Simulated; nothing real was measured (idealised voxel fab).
Herein follows the process module entitled voxel capacitor over wiring.
FYI the section here is cut, 155 nm wide, cells are 5 nm squares.
How to read a cross-section here: the picture is a grid of square cells, written as bands going from the top down, and any band can span one or more rows of cells.
What a band's entry tells you: where the top is and where the bottom is, as heights in nm, and after that what lies inside, material by material from left to right, each with its width in nm. Empty space is written as the word "empty", and a single material marked with the word "edge to edge" occupies the band from edge to edge.
Heights are measured from 0, the level below which the as-received wafer is all one material; the lowest band has no bottom and continues downward, written as in "0 down".
Quick explanation for "30..40": the width changes in equal steps down the rows of cells, from the first number in the band's top row to the second number in its bottom row.
When a step is marked "nothing different", none of the cells in the cross-section changed during that step.
Closed-off voids of 8+ cells (no open route to the top) go in "Sealed-off cavities", written width x height at distance from the left edge, in nm.
On each step's line, the part that comes after the settings is the simulator's own comment on the step.
The line of a step may include "overlay nm". On a step with a mask, this value is how far to the right of its planned place the mask lay. A negative value means the mask lay to the left.
Pairs follow: section before one process step, section after it down to the lowest changed band, step with settings underneath. Pairs may come from different runs of this module on the same starting wafer; continuity with the pair above only as stated in the "Pre-process" entry.

**Pre-process**
- 120 to 95  40 resist, then 15 empty, then 100 resist
- 95 to 85  aC edge to edge
- 85 to 75  SiO2 edge to edge
- 75 to 65  25 SiO2, then 75 TiN, then 55 SiO2
- 65 to 60  25 SiO2, then 75 Al2O3, then 55 SiO2
- 60 to 55  20 SiO2, then 85 TiN, then 50 SiO2
- 55 to 40  25 lowk, then 15 Ru, then 115 lowk
- 40 to 35  25 SiCN, then 15 Ru, then 115 SiCN
- 35 to 15  10 lowk, then 5 SiN, then 25 Ru, then 5 SiN, then 60 lowk, then 5 SiN, then 25 Ru, then 5 SiN, then 15 lowk
- 15 to 10  15 SiN, then 25 TiN, then 70 SiN, then 25 TiN, then 20 SiN
- 10 to 0  SiO2 edge to edge
- 0 down  Si edge to edge
- Sealed-off cavities: none

**Sectional Result**
- 110 to 95  40 resist, then 15 empty, then 100 resist
- 95 to 85  40 aC, then 15 empty, then 100 aC
- Unchanged below 85.
- Sealed-off cavities: none
To go from the before cross-section above to the after cross-section, apply DIRECTIONAL_ETCH,etch materials aC,depth nm 10

Pre-process: unchanged from the after cross-section in the pair immediately above; refer to that figure.

**Sectional Result**
- 95 to 85  40 aC, then 15 empty, then 100 aC
- Unchanged below 85.
- Sealed-off cavities: none
To go from the before cross-section above to the after cross-section, apply STRIP,etch materials resist

Pre-process: unchanged from the after cross-section in the pair immediately above; refer to that figure.

**Sectional Result**
- 95 to 85  40 aC, then 15 empty, then 100 aC
- 85 to 75  40 SiO2, then 15 empty, then 100 SiO2
- Unchanged below 75.
- Sealed-off cavities: none
To go from the before cross-section above to the after cross-section, apply DIRECTIONAL_ETCH,etch materials SiO2,depth nm 10

Pre-process: unchanged from the after cross-section in the pair immediately above; refer to that figure.

**Sectional Result**
- 85 to 75  40 SiO2, then 15 empty, then 100 SiO2
- Unchanged below 75.
- Sealed-off cavities: none
To go from the before cross-section above to the after cross-section, apply STRIP,etch materials aC

Pre-process: unchanged from the after cross-section in the pair immediately above; refer to that figure.

**Sectional Result**
- 90 to 85  45 TiN, then 5 empty, then 105 TiN
- 85 to 80  40 SiO2, then 5 TiN, then 5 empty, then 5 TiN, then 100 SiO2
- 80 to 75  40 SiO2, then 15 TiN, then 100 SiO2
- Unchanged below 75.
- Sealed-off cavities: none
To go from the before cross-section above to the after cross-section, apply CONFORMAL_DEP,material TiN,thk nm 5

Pre-process: unchanged from the after cross-section in the pair immediately above; refer to that figure.

**Sectional Result**
- 100 to 90  Ru edge to edge
- 90 to 85  45 TiN, then 5 Ru, then 105 TiN
- 85 to 80  40 SiO2, then 5 TiN, then 5 Ru, then 5 TiN, then 100 SiO2
- Unchanged below 80.
- Sealed-off cavities: none
To go from the before cross-section above to the after cross-section, apply FILL_DEP,material Ru,thk nm 10

Pre-process: unchanged from the after cross-section in the pair immediately above; refer to that figure.

**Sectional Result**
- 85 to 80  40 SiO2, then 5 TiN, then 5 Ru, then 5 TiN, then 100 SiO2
- Unchanged below 80.
- Sealed-off cavities: none
To go from the before cross-section above to the after cross-section, apply CMP,height nm 85

Pre-process: unchanged from the after cross-section in the pair immediately above; refer to that figure.

**Sectional Result**
- 90 to 85  SiCN edge to edge
- Unchanged below 85.
- Sealed-off cavities: none
To go from the before cross-section above to the after cross-section, apply CONFORMAL_DEP,material SiCN,thk nm 5

**Pre-process**
- 90 to 85  40 TiN, then 5 empty, then 110 TiN
- 85 to 80  35 SiO2, then 5 TiN, then 5 empty, then 5 TiN, then 105 SiO2
- 80 to 75  35 SiO2, then 15 TiN, then 105 SiO2
- 75 to 65  25 SiO2, then 75 TiN, then 55 SiO2
- 65 to 60  25 SiO2, then 75 Al2O3, then 55 SiO2
- 60 to 55  20 SiO2, then 85 TiN, then 50 SiO2
- 55 to 40  25 lowk, then 15 Ru, then 115 lowk
- 40 to 35  25 SiCN, then 15 Ru, then 115 SiCN
- 35 to 15  10 lowk, then 5 SiN, then 25 Ru, then 5 SiN, then 60 lowk, then 5 SiN, then 25 Ru, then 5 SiN, then 15 lowk
- 15 to 10  15 SiN, then 25 TiN, then 70 SiN, then 25 TiN, then 20 SiN
- 10 to 0  SiO2 edge to edge
- 0 down  Si edge to edge
- Sealed-off cavities: none

**Sectional Result**
- 100 to 90  Al2O3 edge to edge
- 90 to 85  40 TiN, then 5 Al2O3, then 110 TiN
- 85 to 80  35 SiO2, then 5 TiN, then 5 Al2O3, then 5 TiN, then 105 SiO2
- Unchanged below 80.
- Sealed-off cavities: none
To go from the before cross-section above to the after cross-section, apply FILL_DEP,material Al2O3,thk nm 10

Pre-process: unchanged from the after cross-section in the pair immediately above; refer to that figure.

**Sectional Result**
- 85 to 80  35 SiO2, then 5 TiN, then 5 Al2O3, then 5 TiN, then 105 SiO2
- Unchanged below 80.
- Sealed-off cavities: none
To go from the before cross-section above to the after cross-section, apply CMP,height nm 85

Pre-process: unchanged from the after cross-section in the pair immediately above; refer to that figure.

**Sectional Result**
- 90 to 85  SiCN edge to edge
- Unchanged below 85.
- Sealed-off cavities: none
To go from the before cross-section above to the after cross-section, apply CONFORMAL_DEP,material SiCN,thk nm 5

**Pre-process**
- 75 to 65  TiN edge to edge
- 65 to 60  Al2O3 edge to edge
- 60 to 55  TiN edge to edge
- 55 to 40  25 lowk, then 15 Ru, then 115 lowk
- 40 to 35  25 SiCN, then 15 Ru, then 115 SiCN
- 35 to 15  10 lowk, then 5 SiN, then 25 Ru, then 5 SiN, then 60 lowk, then 5 SiN, then 25 Ru, then 5 SiN, then 15 lowk
- 15 to 10  15 SiN, then 25 TiN, then 70 SiN, then 25 TiN, then 20 SiN
- 10 to 0  SiO2 edge to edge
- 0 down  Si edge to edge
- Sealed-off cavities: none

**Sectional Result**
- 95 to 75  25 resist, then 75 empty, then 55 resist
- Unchanged below 75.
- Sealed-off cavities: none
To go from the before cross-section above to the after cross-section, apply PATTERN,tone open,mask id UPPER_PLATE,material resist,width nm 75,thk nm 20,overlay nm 0

Pre-process: unchanged from the after cross-section in the pair immediately above; refer to that figure.

**Sectional Result**
- 95 to 75  25 resist, then 75 empty, then 55 resist
- 75 to 65  25 TiN, then 75 empty, then 55 TiN
- Unchanged below 65.
- Sealed-off cavities: none
To go from the before cross-section above to the after cross-section, apply DIRECTIONAL_ETCH,etch materials TiN,depth nm 10

Pre-process: unchanged from the after cross-section in the pair immediately above; refer to that figure.

**Sectional Result**
- 95 to 75  25 resist, then 75 empty, then 55 resist
- 75 to 65  25 TiN, then 75 empty, then 55 TiN
- 65 to 60  25 Al2O3, then 75 empty, then 55 Al2O3
- Unchanged below 60.
- Sealed-off cavities: none
To go from the before cross-section above to the after cross-section, apply DIRECTIONAL_ETCH,etch materials Al2O3,depth nm 5

Pre-process: unchanged from the after cross-section in the pair immediately above; refer to that figure.

**Sectional Result**
- 75 to 65  25 TiN, then 75 empty, then 55 TiN
- Unchanged below 65.
- Sealed-off cavities: none
To go from the before cross-section above to the after cross-section, apply STRIP,etch materials resist

Pre-process: unchanged from the after cross-section in the pair immediately above; refer to that figure.

**Sectional Result**
- 95 to 75  20 empty, then 85 resist, then 50 empty
- 75 to 65  25 TiN, then 75 resist, then 55 TiN
- 65 to 60  25 Al2O3, then 75 resist, then 55 Al2O3
- Unchanged below 60.
- Sealed-off cavities: none
To go from the before cross-section above to the after cross-section, apply PATTERN,tone cover,mask id LOWER_PLATE,material resist,width nm 85,thk nm 20,overlay nm 0

Pre-process: unchanged from the after cross-section in the pair immediately above; refer to that figure.

**Sectional Result**
- 95 to 75  20 empty, then 85 resist, then 50 empty
- 75 to 70  20 empty, then 5 TiN, then 75 resist, then 5 TiN, then 50 empty
- Unchanged below 70.
- Sealed-off cavities: none
To go from the before cross-section above to the after cross-section, apply DIRECTIONAL_ETCH,etch materials TiN,depth nm 5

Pre-process: unchanged from the after cross-section in the pair immediately above; refer to that figure.

**Sectional Result**
- 75 to 70  20 empty, then 5 TiN, then 75 empty, then 5 TiN, then 50 empty
- 70 to 65  25 TiN, then 75 empty, then 55 TiN
- 65 to 60  25 Al2O3, then 75 empty, then 55 Al2O3
- Unchanged below 60.
- Sealed-off cavities: none
To go from the before cross-section above to the after cross-section, apply STRIP,etch materials resist

Pre-process: unchanged from the after cross-section in the pair immediately above; refer to that figure.

**Sectional Result**
- 90 to 75  SiO2 edge to edge
- 75 to 70  20 SiO2, then 5 TiN, then 75 SiO2, then 5 TiN, then 50 SiO2
- 70 to 65  25 TiN, then 75 SiO2, then 55 TiN
- 65 to 60  25 Al2O3, then 75 SiO2, then 55 Al2O3
- Unchanged below 60.
- Sealed-off cavities: none
To go from the before cross-section above to the after cross-section, apply FILL_DEP,material SiO2,thk nm 15

Pre-process: unchanged from the after cross-section in the pair immediately above; refer to that figure.

**Sectional Result**
- 85 to 75  SiO2 edge to edge
- Unchanged below 75.
- Sealed-off cavities: none
To go from the before cross-section above to the after cross-section, apply CMP,height nm 85

Pre-process: unchanged from the after cross-section in the pair immediately above; refer to that figure.

**Sectional Result**
- 95 to 85  aC edge to edge
- Unchanged below 85.
- Sealed-off cavities: none
To go from the before cross-section above to the after cross-section, apply DIRECTIONAL_DEP,material aC,thk nm 10

Pre-process: unchanged from the after cross-section in the pair immediately above; refer to that figure.

**Sectional Result**
- 120 to 95  35 resist, then 15 empty, then 105 resist
- Unchanged below 95.
- Sealed-off cavities: none
To go from the before cross-section above to the after cross-section, apply PATTERN,tone open,mask id PLUG_2,material resist,width nm 15,thk nm 25,overlay nm 0

Pre-process: unchanged from the after cross-section in the pair immediately above; refer to that figure.

**Sectional Result**
- 110 to 95  35 resist, then 15 empty, then 105 resist
- 95 to 85  35 aC, then 15 empty, then 105 aC
- Unchanged below 85.
- Sealed-off cavities: none
To go from the before cross-section above to the after cross-section, apply DIRECTIONAL_ETCH,etch materials aC,depth nm 10

Pre-process: unchanged from the after cross-section in the pair immediately above; refer to that figure.

**Sectional Result**
- 95 to 85  35 aC, then 15 empty, then 105 aC
- Unchanged below 85.
- Sealed-off cavities: none
To go from the before cross-section above to the after cross-section, apply STRIP,etch materials resist

Pre-process: unchanged from the after cross-section in the pair immediately above; refer to that figure.

**Sectional Result**
- 95 to 85  35 aC, then 15 empty, then 105 aC
- 85 to 75  35 SiO2, then 15 empty, then 105 SiO2
- Unchanged below 75.
- Sealed-off cavities: none
To go from the before cross-section above to the after cross-section, apply DIRECTIONAL_ETCH,etch materials SiO2,depth nm 10

Pre-process: unchanged from the after cross-section in the pair immediately above; refer to that figure.

**Sectional Result**
- 85 to 75  35 SiO2, then 15 empty, then 105 SiO2
- Unchanged below 75.
- Sealed-off cavities: none
To go from the before cross-section above to the after cross-section, apply STRIP,etch materials aC

Pre-process: unchanged from the after cross-section in the pair immediately above; refer to that figure.

**Sectional Result**
- 90 to 85  40 TiN, then 5 empty, then 110 TiN
- 85 to 80  35 SiO2, then 5 TiN, then 5 empty, then 5 TiN, then 105 SiO2
- 80 to 75  35 SiO2, then 15 TiN, then 105 SiO2
- Unchanged below 75.
- Sealed-off cavities: none
To go from the before cross-section above to the after cross-section, apply CONFORMAL_DEP,material TiN,thk nm 5

Pre-process: unchanged from the after cross-section in the pair immediately above; refer to that figure.

**Sectional Result**
- 100 to 90  Ru edge to edge
- 90 to 85  40 TiN, then 5 Ru, then 110 TiN
- 85 to 80  35 SiO2, then 5 TiN, then 5 Ru, then 5 TiN, then 105 SiO2
- Unchanged below 80.
- Sealed-off cavities: none
To go from the before cross-section above to the after cross-section, apply FILL_DEP,material Ru,thk nm 10

Pre-process: unchanged from the after cross-section in the pair immediately above; refer to that figure.

**Sectional Result**
- 85 to 80  35 SiO2, then 5 TiN, then 5 Ru, then 5 TiN, then 105 SiO2
- Unchanged below 80.
- Sealed-off cavities: none
To go from the before cross-section above to the after cross-section, apply CMP,height nm 85

Pre-process: unchanged from the after cross-section in the pair immediately above; refer to that figure.

**Sectional Result**
- 90 to 85  SiCN edge to edge
- Unchanged below 85.
- Sealed-off cavities: none
To go from the before cross-section above to the after cross-section, apply CONFORMAL_DEP,material SiCN,thk nm 5
